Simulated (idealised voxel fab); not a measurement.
The following process module bears the name voxel capacitor over wiring.
Shown is cross-section cut, with a width of 210 nm and square cells of size 5 nm.
Format of a cross-section: grid, square cells. Given as bands. Order: top down. Band: one or more rows of cells. The entry gives the band's vertical extent as a top height and a bottom height in nm, then its horizontal make-up as materials from left to right, each with a width in nm. "blank" stands for empty space; a single material marked "all across" fills the band edge to edge. Note: height 0 marks the level under which the wafer is uniformly one material as received. Lowest band unbounded below, written "from 0 down". Read "30..40" as a graded width: first number on top, second number at the bottom, same change between each pair of neighbouring rows. "remained the same" -> step changed no cross-section cell. Entry "Closed void table" = empty spaces >= 8 cells with no open way to the top; each as width x height at distance, distance from left edge, all nm. Read whatever lies past the settings on a step's line as the simulator's own remark about the step. When a step includes a mask, the "overlay nm" setting on its line states how far to the right of its planned place that mask lay, and negative values state how far to the left.
### Intended process steps
1) RECEIVE | material Si
2) CONFORMAL_DEP | material SiO2 | thk nm 15
3) DIRECTIONAL_DEP | material TiN | thk nm 5
4) DIRECTIONAL_DEP | material W | thk nm 25
5) MASKED_ETCH | tone cover | mask id METAL_1 | width nm 20 | pitch nm 80 | etch materials W | depth nm 25 | overlay nm 0
6) MASKED_ETCH | tone cover | mask id METAL_1 | width nm 20 | pitch nm 80 | etch materials TiN | depth nm 5 | overlay nm 0
7) CONFORMAL_DEP | material SiN | thk nm 5
8) FILL_DEP | material lowk | thk nm 5
9) CMP | height nm 45
10) CONFORMAL_DEP | material SiCN | thk nm 5
11) DIRECTIONAL_DEP | material SiO2 | thk nm 10
12) MASKED_ETCH | tone open | mask id PLUG_1 | width nm 15 | etch materials SiO2 | depth nm 10 | overlay nm 0
13) MASKED_ETCH | tone open | mask id PLUG_1 | width nm 15 | etch materials SiCN | depth nm 5 | overlay nm 0
14) CONFORMAL_DEP | material TiN | thk nm 5
15) FILL_DEP | material Cu | thk nm 5
16) CMP | height nm 60
17) DIRECTIONAL_DEP | material TiN | thk nm 5
18) DIRECTIONAL_DEP | material Al2O3 | thk nm 5
19) DIRECTIONAL_DEP | material TiN | thk nm 10
20) DIRECTIONAL_DEP | material aC | thk nm 10
21) PATTERN | tone cover | mask id UPPER_PLATE | material resist | width nm 65 | thk nm 25 | overlay nm 0
22) DIRECTIONAL_ETCH | etch materials aC | depth nm 10
23) STRIP | etch materials resist
24) DIRECTIONAL_ETCH | etch materials TiN | depth nm 10
25) DIRECTIONAL_ETCH | etch materials Al2O3 | depth nm 5
26) STRIP | etch materials aC
27) DIRECTIONAL_DEP | material aC | thk nm 10
28) PATTERN | tone cover | mask id LOWER_PLATE | material resist | width nm 75 | thk nm 30 | overlay nm 0
29) DIRECTIONAL_ETCH | etch materials aC | depth nm 10
30) STRIP | etch materials resist
31) DIRECTIONAL_ETCH | etch materials TiN | depth nm 5
32) STRIP | etch materials aC
33) FILL_DEP | material SiO2 | thk nm 20
34) CMP | height nm 95
35) MASKED_ETCH | tone open | mask id PLUG_2 | width nm 15 | etch materials SiO2 | depth nm 15 | overlay nm 0
36) CONFORMAL_DEP | material TiN | thk nm 5
37) FILL_DEP | material Ru | thk nm 5
38) CMP | height nm 95
39) CONFORMAL_DEP | material SiCN | thk nm 5
The thk nm used in step 39 is not the same on every wafer, whereas the starting condition is; the value printed in the plan is the first wafer's.
### As-received cross-section, first of several wafers, post step 1
from 0 down  Si all across
Closed void table: none
### Here is how to read the rows: every wafer has a row, and it shows the wafer at the end of the module, giving for each material how many cells were gained (+) or lost (-) since the wafer was received, then listing its closed voids
thk nm 5; +13 Al2O3; +2 Cu; +2 Ru; +81 SiCN; +54 SiN; +435 SiO2; +63 TiN; +40 W; +150 lowk; Closed void table: none
thk nm 10; +13 Al2O3; +2 Cu; +2 Ru; +123 SiCN; +54 SiN; +435 SiO2; +63 TiN; +40 W; +150 lowk; Closed void table: none
thk nm 15; +13 Al2O3; +2 Cu; +2 Ru; +165 SiCN; +54 SiN; +435 SiO2; +63 TiN; +40 W; +150 lowk; Closed void table: none
thk nm 20; +13 Al2O3; +2 Cu; +2 Ru; +207 SiCN; +54 SiN; +435 SiO2; +63 TiN; +40 W; +150 lowk; Closed void table: none
